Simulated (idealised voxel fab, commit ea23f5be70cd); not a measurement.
process module | voxel trench capacitor
cross-section cut | 260 nm wide | cells 5 nm
A cross-section is a grid of square cells, given in bands from the top down. A band is one or more rows of cells.
Each band's line starts with the height of the band's top and of its bottom, in nm. Then come its materials from left to right, each with its width in nm. One material with "throughout" fills the band from edge to edge. "air" is empty space.
Height 0 is the level under which the wafer as received is all one material. The lowest band goes on downwards, as in "0 down".
A width such as "30 to 40" changes by the same amount from each row of cells to the next, from the band's top row to its bottom row.
"no change" after a step means that no cell of the cross-section changed.
closed voids: empty space of 8 cells or more with no open way to the top, each as width x height at its distance from the left edge, in nm
after a step's settings: what the simulator itself notes on the step
overlay nm, on a step with a mask: how far to the right of its planned place the mask lay; to the left if negative
plan
1 op RECEIVE | material Si
2 op CONFORMAL_DEP | material SiN | thk nm 5
3 op MASKED_ETCH | tone open | mask id TRENCH | width nm 30 | pitch nm 45 | etch materials SiN | depth nm 5 | overlay nm 0
4 op MASKED_ETCH | tone open | mask id TRENCH | width nm 30 | pitch nm 45 | etch materials Si | depth nm 40 | overlay nm 0
5 op CONFORMAL_DEP | material Al2O3 | thk nm 5
6 op CONFORMAL_DEP | material TiN | thk nm 5
7 op FILL_DEP | material W | thk nm 5
8 op CMP | height nm 5
as received, after step 1
  0 down: Si throughout
  closed voids: none
a wafer at the end: this start, this plan, one mistake
  5 to 0: SiN 70 | TiN 5 | Al2O3 5 | W 10 | Al2O3 5 | TiN 5 | SiN 15 | TiN 5 | Al2O3 5 | W 10 | Al2O3 5 | TiN 5 | SiN 15 | TiN 5 | Al2O3 5 | W 10 | Al2O3 5 | TiN 5 | SiN 70
  0 to -30: Si 70 | TiN 5 | Al2O3 5 | W 10 | Al2O3 5 | TiN 5 | Si 15 | TiN 5 | Al2O3 5 | W 10 | Al2O3 5 | TiN 5 | Si 15 | TiN 5 | Al2O3 5 | W 10 | Al2O3 5 | TiN 5 | Si 70
  -30 to -35: Si 70 | TiN 5 | Al2O3 20 | TiN 5 | Si 15 | TiN 5 | Al2O3 20 | TiN 5 | Si 15 | TiN 5 | Al2O3 20 | TiN 5 | Si 70
  -35 to -40: Si 70 | TiN 30 | Si 15 | TiN 30 | Si 15 | TiN 30 | Si 70
  -40 down: Si throughout
  closed voids: none
what went wrong: steps 5 and 6 were swapped
